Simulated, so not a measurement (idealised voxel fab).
Name of the process module below: voxel wiring stack
Each square cell in cross-section cut measures 5 nm, and the section as a whole is 225 nm wide.
We lay out every cross-section as a grid of square cells and spell it out in bands from the top down, where one band means one or more rows of cells.
The entry gives the band's vertical extent as a top height and a bottom height in nm, then its horizontal make-up as materials from left to right, each with a width in nm. "air" stands for empty space; a single material marked "full width" fills the band edge to edge.
Height is counted from the level 0, under which the received wafer is composed throughout of one material. The lowest of the bands is not closed at the bottom but continues downward, in the notation "from 0 down".
A width such as "30 to 40" changes by the same amount from each row of cells to the next, from the band's top row to its bottom row.
For the purposes of this document, the phrase "remains unaltered" attached to a step denotes that no cell within the cross-section was modified by that step.
In the "Enclosed void list" entry, you get each enclosed empty space of 8 cells or more, one with no open way to the top, written width x height at distance, distance from the left edge, in nm.
Post-settings text on a step line: simulator's own remark regarding the step.
"overlay nm" on a masked step: distance the mask lay right of its planned place, negative for left.

THE PROCESS STEPS THAT WERE PLANNED ARE LISTED BELOW
- 1: RECEIVE | material Si
- 2: CONFORMAL_DEP | material SiO2 | thk nm 15
- 3: CONFORMAL_DEP | material SiCN | thk nm 5
- 4: DIRECTIONAL_DEP | material SiO2 | thk nm 25
- 5: PATTERN | tone open | mask id METAL_1 | material resist | width nm 25 | pitch nm 45 | thk nm 15 | overlay nm 0
- 6: DIRECTIONAL_ETCH | etch materials SiO2 | depth nm 25
- 7: DIRECTIONAL_ETCH | etch materials SiCN | depth nm 5
- 8: STRIP | etch materials resist
- 9: CONFORMAL_DEP | material TiN | thk nm 5
- 10: FILL_DEP | material W | thk nm 5
- 11: CMP | height nm 45
- 12: CONFORMAL_DEP | material SiCN | thk nm 5
- 13: DIRECTIONAL_DEP | material lowk | thk nm 25
- 14: PATTERN | tone open | mask id METAL_2 | material resist | width nm 25 | pitch nm 45 | thk nm 15 | overlay nm 0
- 15: DIRECTIONAL_ETCH | etch materials lowk | depth nm 15
- 16: STRIP | etch materials resist
- 17: PATTERN | tone open | mask id METAL_2_HOLES | material resist | width nm 15 | pitch nm 45 | thk nm 15 | overlay nm 0
- 18: DIRECTIONAL_ETCH | etch materials lowk | depth nm 10
- 19: DIRECTIONAL_ETCH | etch materials SiCN | depth nm 5
- 20: STRIP | etch materials resist
- 21: CONFORMAL_DEP | material TiN | thk nm 5
- 22: FILL_DEP | material Cu | thk nm 5
- 23: CMP | height nm 75
- 24: CONFORMAL_DEP | material SiCN | thk nm 5
- 25: DIRECTIONAL_DEP | material SiO2 | thk nm 15
- 26: PATTERN | tone open | mask id PLUG_2 | material resist | width nm 15 | pitch nm 90 | thk nm 15 | overlay nm 0
- 27: DIRECTIONAL_ETCH | etch materials SiO2 | depth nm 15
- 28: DIRECTIONAL_ETCH | etch materials SiCN | depth nm 5
- 29: STRIP | etch materials resist
- 30: CONFORMAL_DEP | material TiN | thk nm 5
- 31: FILL_DEP | material Cu | thk nm 5
- 32: CMP | height nm 95
- 33: DIRECTIONAL_DEP | material TiN | thk nm 5
- 34: DIRECTIONAL_DEP | material W | thk nm 20
- 35: DIRECTIONAL_DEP | material aC | thk nm 10
- 36: PATTERN | tone cover | mask id METAL_3 | material resist | width nm 25 | pitch nm 45 | thk nm 25 | overlay nm 0
- 37: DIRECTIONAL_ETCH | etch materials aC | depth nm 10
- 38: STRIP | etch materials resist
- 39: DIRECTIONAL_ETCH | etch materials W | depth nm 20
- 40: DIRECTIONAL_ETCH | etch materials TiN | depth nm 5
- 41: STRIP | etch materials aC
- 42: CONFORMAL_DEP | material SiCN | thk nm 5
- 43: FILL_DEP | material SiO2 | thk nm 10
- 44: CMP | height nm 120
- 45: CONFORMAL_DEP | material SiCN | thk nm 5
- 46: DIRECTIONAL_DEP | material lowk | thk nm 25
- 47: PATTERN | tone open | mask id METAL_4 | material resist | width nm 25 | pitch nm 45 | thk nm 15 | overlay nm 0
- 48: DIRECTIONAL_ETCH | etch materials lowk | depth nm 15
- 49: STRIP | etch materials resist
- 50: DIRECTIONAL_DEP | material aC | thk nm 10
- 51: PATTERN | tone open | mask id METAL_4_HOLES | material resist | width nm 15 | pitch nm 45 | thk nm 30 | overlay nm 0
- 52: DIRECTIONAL_ETCH | etch materials aC | depth nm 10
- 53: STRIP | etch materials resist
- 54: DIRECTIONAL_ETCH | etch materials lowk | depth nm 10
- 55: DIRECTIONAL_ETCH | etch materials SiCN | depth nm 5
- 56: STRIP | etch materials aC
- 57: CONFORMAL_DEP | material TiN | thk nm 5
- 58: FILL_DEP | material Ru | thk nm 10
- 59: CMP | height nm 150
- 60: CONFORMAL_DEP | material SiCN | thk nm 5

AS RECEIVED (POST STEP 1): CROSS-SECTION
* from 0 down: Si full width
* Enclosed void list: none

FIRST WAFER AT THE END, AS PLANNED
* from 155 to 150: SiCN full width
* from 150 to 140: 30 lowk, then 5 TiN, then 15 Ru, then 5 TiN, then 20 lowk, then 5 TiN, then 15 Ru, then 5 TiN, then 20 lowk, then 5 TiN, then 15 Ru, then 5 TiN, then 20 lowk, then 5 TiN, then 15 Ru, then 5 TiN, then 35 lowk
* from 140 to 135: 30 lowk, then 5 TiN, then 5 Ru, then 15 TiN, then 20 lowk, then 5 TiN, then 5 Ru, then 15 TiN, then 20 lowk, then 5 TiN, then 5 Ru, then 15 TiN, then 20 lowk, then 5 TiN, then 5 Ru, then 15 TiN, then 35 lowk
* from 135 to 125: 30 lowk, then 5 TiN, then 5 Ru, then 5 TiN, then 30 lowk, then 5 TiN, then 5 Ru, then 5 TiN, then 30 lowk, then 5 TiN, then 5 Ru, then 5 TiN, then 30 lowk, then 5 TiN, then 5 Ru, then 5 TiN, then 45 lowk
* from 125 to 120: 30 SiCN, then 15 TiN, then 30 SiCN, then 15 TiN, then 30 SiCN, then 15 TiN, then 30 SiCN, then 15 TiN, then 45 SiCN
* from 120 to 100: 25 SiO2, then 5 SiCN, then 25 W, then 5 SiCN, then 10 SiO2, then 5 SiCN, then 25 W, then 5 SiCN, then 10 SiO2, then 5 SiCN, then 25 W, then 5 SiCN, then 10 SiO2, then 5 SiCN, then 25 W, then 5 SiCN, then 30 SiO2
* from 100 to 95: 30 SiCN, then 25 TiN, then 20 SiCN, then 25 TiN, then 20 SiCN, then 25 TiN, then 20 SiCN, then 25 TiN, then 35 SiCN
* from 95 to 80: 30 SiO2, then 5 TiN, then 5 Cu, then 5 TiN, then 75 SiO2, then 5 TiN, then 5 Cu, then 5 TiN, then 90 SiO2
* from 80 to 75: 30 SiCN, then 15 TiN, then 75 SiCN, then 15 TiN, then 90 SiCN
* from 75 to 65: 30 lowk, then 5 TiN, then 15 Cu, then 5 TiN, then 20 lowk, then 5 TiN, then 15 Cu, then 5 TiN, then 20 lowk, then 5 TiN, then 15 Cu, then 5 TiN, then 20 lowk, then 5 TiN, then 15 Cu, then 5 TiN, then 35 lowk
* from 65 to 60: 30 lowk, then 5 TiN, then 5 Cu, then 15 TiN, then 20 lowk, then 5 TiN, then 5 Cu, then 15 TiN, then 20 lowk, then 5 TiN, then 5 Cu, then 15 TiN, then 20 lowk, then 5 TiN, then 5 Cu, then 15 TiN, then 35 lowk
* from 60 to 50: 30 lowk, then 5 TiN, then 5 Cu, then 5 TiN, then 30 lowk, then 5 TiN, then 5 Cu, then 5 TiN, then 30 lowk, then 5 TiN, then 5 Cu, then 5 TiN, then 30 lowk, then 5 TiN, then 5 Cu, then 5 TiN, then 45 lowk
* from 50 to 45: 30 SiCN, then 15 TiN, then 30 SiCN, then 15 TiN, then 30 SiCN, then 15 TiN, then 30 SiCN, then 15 TiN, then 45 SiCN
* from 45 to 20: 30 SiO2, then 5 TiN, then 15 W, then 5 TiN, then 20 SiO2, then 5 TiN, then 15 W, then 5 TiN, then 20 SiO2, then 5 TiN, then 15 W, then 5 TiN, then 20 SiO2, then 5 TiN, then 15 W, then 5 TiN, then 35 SiO2
* from 20 to 15: 30 SiCN, then 25 TiN, then 20 SiCN, then 25 TiN, then 20 SiCN, then 25 TiN, then 20 SiCN, then 25 TiN, then 35 SiCN
* from 15 to 0: SiO2 full width
* from 0 down: Si full width
* Enclosed void list: none

WHAT THE SECOND WAFER LOOKS LIKE IN CROSS-SECTION ONCE THE MODULE IS DONE. ITS START AND ITS PLAN MATCHED THE FIRST WAFER'S EXACTLY; WHAT DIFFERED WAS ONE MISTAKE IN HOW IT WAS RUN
* from 155 to 150: SiCN full width
* from 150 to 140: Ru full width
* from 140 to 135: 40 Ru, then 20 TiN, then 25 Ru, then 20 TiN, then 25 Ru, then 20 TiN, then 25 Ru, then 20 TiN, then 30 Ru
* from 135 to 130: 40 Ru, then 5 TiN, then 10 lowk, then 5 TiN, then 25 Ru, then 5 TiN, then 10 lowk, then 5 TiN, then 25 Ru, then 5 TiN, then 10 lowk, then 5 TiN, then 25 Ru, then 5 TiN, then 10 lowk, then 5 TiN, then 30 Ru
* from 130 to 125: 35 TiN, then 5 Ru, then 5 TiN, then 10 lowk, then 25 TiN, then 5 Ru, then 5 TiN, then 10 lowk, then 25 TiN, then 5 Ru, then 5 TiN, then 10 lowk, then 25 TiN, then 5 Ru, then 5 TiN, then 10 lowk, then 35 TiN
* from 125 to 120: 30 SiCN, then 15 TiN, then 30 SiCN, then 15 TiN, then 30 SiCN, then 15 TiN, then 30 SiCN, then 15 TiN, then 45 SiCN
* from 120 to 100: 25 SiO2, then 5 SiCN, then 25 W, then 5 SiCN, then 10 SiO2, then 5 SiCN, then 25 W, then 5 SiCN, then 10 SiO2, then 5 SiCN, then 25 W, then 5 SiCN, then 10 SiO2, then 5 SiCN, then 25 W, then 5 SiCN, then 30 SiO2
* from 100 to 95: 30 SiCN, then 25 TiN, then 20 SiCN, then 25 TiN, then 20 SiCN, then 25 TiN, then 20 SiCN, then 25 TiN, then 35 SiCN
* from 95 to 80: 30 SiO2, then 5 TiN, then 5 Cu, then 5 TiN, then 75 SiO2, then 5 TiN, then 5 Cu, then 5 TiN, then 90 SiO2
* from 80 to 75: 30 SiCN, then 15 TiN, then 75 SiCN, then 15 TiN, then 90 SiCN
* from 75 to 65: 30 lowk, then 5 TiN, then 15 Cu, then 5 TiN, then 20 lowk, then 5 TiN, then 15 Cu, then 5 TiN, then 20 lowk, then 5 TiN, then 15 Cu, then 5 TiN, then 20 lowk, then 5 TiN, then 15 Cu, then 5 TiN, then 35 lowk
* from 65 to 60: 30 lowk, then 5 TiN, then 5 Cu, then 15 TiN, then 20 lowk, then 5 TiN, then 5 Cu, then 15 TiN, then 20 lowk, then 5 TiN, then 5 Cu, then 15 TiN, then 20 lowk, then 5 TiN, then 5 Cu, then 15 TiN, then 35 lowk
* from 60 to 50: 30 lowk, then 5 TiN, then 5 Cu, then 5 TiN, then 30 lowk, then 5 TiN, then 5 Cu, then 5 TiN, then 30 lowk, then 5 TiN, then 5 Cu, then 5 TiN, then 30 lowk, then 5 TiN, then 5 Cu, then 5 TiN, then 45 lowk
* from 50 to 45: 30 SiCN, then 15 TiN, then 30 SiCN, then 15 TiN, then 30 SiCN, then 15 TiN, then 30 SiCN, then 15 TiN, then 45 SiCN
* from 45 to 20: 30 SiO2, then 5 TiN, then 15 W, then 5 TiN, then 20 SiO2, then 5 TiN, then 15 W, then 5 TiN, then 20 SiO2, then 5 TiN, then 15 W, then 5 TiN, then 20 SiO2, then 5 TiN, then 15 W, then 5 TiN, then 35 SiO2
* from 20 to 15: 30 SiCN, then 25 TiN, then 20 SiCN, then 25 TiN, then 20 SiCN, then 25 TiN, then 20 SiCN, then 25 TiN, then 35 SiCN
* from 15 to 0: SiO2 full width
* from 0 down: Si full width
* Enclosed void list: none
What was done differently from what was planned? the executed order of steps 46 and 47 is the reverse of that specified in the plan, each step having taken the other's position
Per the end-of-run cell counts, the second wafer holds more or fewer of some materials than the first: 116 more of Ru; 9 more of TiN; 125 fewer of lowk
